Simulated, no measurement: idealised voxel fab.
process module | voxel air gaps
cross-section cut | 285 nm wide | cells 5 nm
A cross-section is a grid of square cells, given in bands from the top down. A band is one or more rows of cells.
Each band's line starts with the height of the band's top and of its bottom, in nm. Then come its materials from left to right, each with its width in nm. One material with "throughout" fills the band from edge to edge. "air" is empty space.
Height 0 is the level under which the wafer as received is all one material. The lowest band goes on downwards, as in "0 down".
A width such as "30 to 40" changes by the same amount from each row of cells to the next, from the band's top row to its bottom row.
"no change" after a step means that no cell of the cross-section changed.
closed voids: empty space of 8 cells or more with no open way to the top, each as width x height at its distance from the left edge, in nm
after a step's settings: what the simulator itself notes on the step
overlay nm, on a step with a mask: how far to the right of its planned place the mask lay; to the left if negative
plan
1 op RECEIVE | material Si
2 op CONFORMAL_DEP | material SiO2 | thk nm 15
3 op CONFORMAL_DEP | material SiN | thk nm 5
4 op DIRECTIONAL_DEP | material SiO2 | thk nm 35
5 op PATTERN | tone open | mask id LINES | material resist | width nm 25 | pitch nm 50 | thk nm 20 | overlay nm 0
6 op DIRECTIONAL_ETCH | etch materials SiO2 | depth nm 35
7 op STRIP | etch materials resist
8 op CONFORMAL_DEP | material TiN | thk nm 5
9 op FILL_DEP | material W | thk nm 5
10 op CMP | height nm 55
11 op EPI | material Ru | thk nm 10
12 op SELECTIVE_ETCH | etch materials SiO2 | depth nm 45
13 op CONFORMAL_DEP | material SiCN | thk nm 5
as received, after step 1
  0 down: Si throughout
  closed voids: none
first wafer at the end, as planned
  70 to 65: air 65 | SiCN 155 | air 65
  65 to 55: air 65 | SiCN 5 | Ru 45 | SiCN 5 | Ru 45 | SiCN 5 | Ru 45 | SiCN 5 | air 65
  55 to 50: air 65 | SiCN 15 | TiN 5 | W 15 | TiN 5 | SiCN 25 | TiN 5 | W 15 | TiN 5 | SiCN 25 | TiN 5 | W 15 | TiN 5 | SiCN 15 | air 65
  50 to 25: air 75 | SiCN 5 | TiN 5 | W 15 | TiN 5 | SiCN 5 | air 15 | SiCN 5 | TiN 5 | W 15 | TiN 5 | SiCN 5 | air 15 | SiCN 5 | TiN 5 | W 15 | TiN 5 | SiCN 5 | air 75
  25 to 20: SiCN 80 | TiN 25 | SiCN 25 | TiN 25 | SiCN 25 | TiN 25 | SiCN 80
  20 to 15: SiN throughout
  15 to 0: SiO2 throughout
  0 down: Si throughout
  closed voids: 15 x 25 at 110; 15 x 25 at 160
second wafer at the end: like start, like plan, one mistake
  70 to 65: air 70 | SiCN 155 | air 60
  65 to 55: air 70 | SiCN 5 | Ru 45 | SiCN 5 | Ru 45 | SiCN 5 | Ru 45 | SiCN 5 | air 60
  55 to 50: air 70 | SiCN 15 | TiN 5 | W 15 | TiN 5 | SiCN 25 | TiN 5 | W 15 | TiN 5 | SiCN 25 | TiN 5 | W 15 | TiN 5 | SiCN 15 | air 60
  50 to 25: air 80 | SiCN 5 | TiN 5 | W 15 | TiN 5 | SiCN 5 | air 15 | SiCN 5 | TiN 5 | W 15 | TiN 5 | SiCN 5 | air 15 | SiCN 5 | TiN 5 | W 15 | TiN 5 | SiCN 5 | air 70
  25 to 20: SiCN 85 | TiN 25 | SiCN 25 | TiN 25 | SiCN 25 | TiN 25 | SiCN 75
  20 to 15: SiN throughout
  15 to 0: SiO2 throughout
  0 down: Si throughout
  closed voids: 15 x 25 at 115; 15 x 25 at 165
what went wrong: step 5 ran as: op PATTERN | tone open | mask id LINES | material resist | width nm 25 | pitch nm 50 | thk nm 20 | overlay nm 5
at the end the second wafer has, in cells: as many of each material as the first, in other places
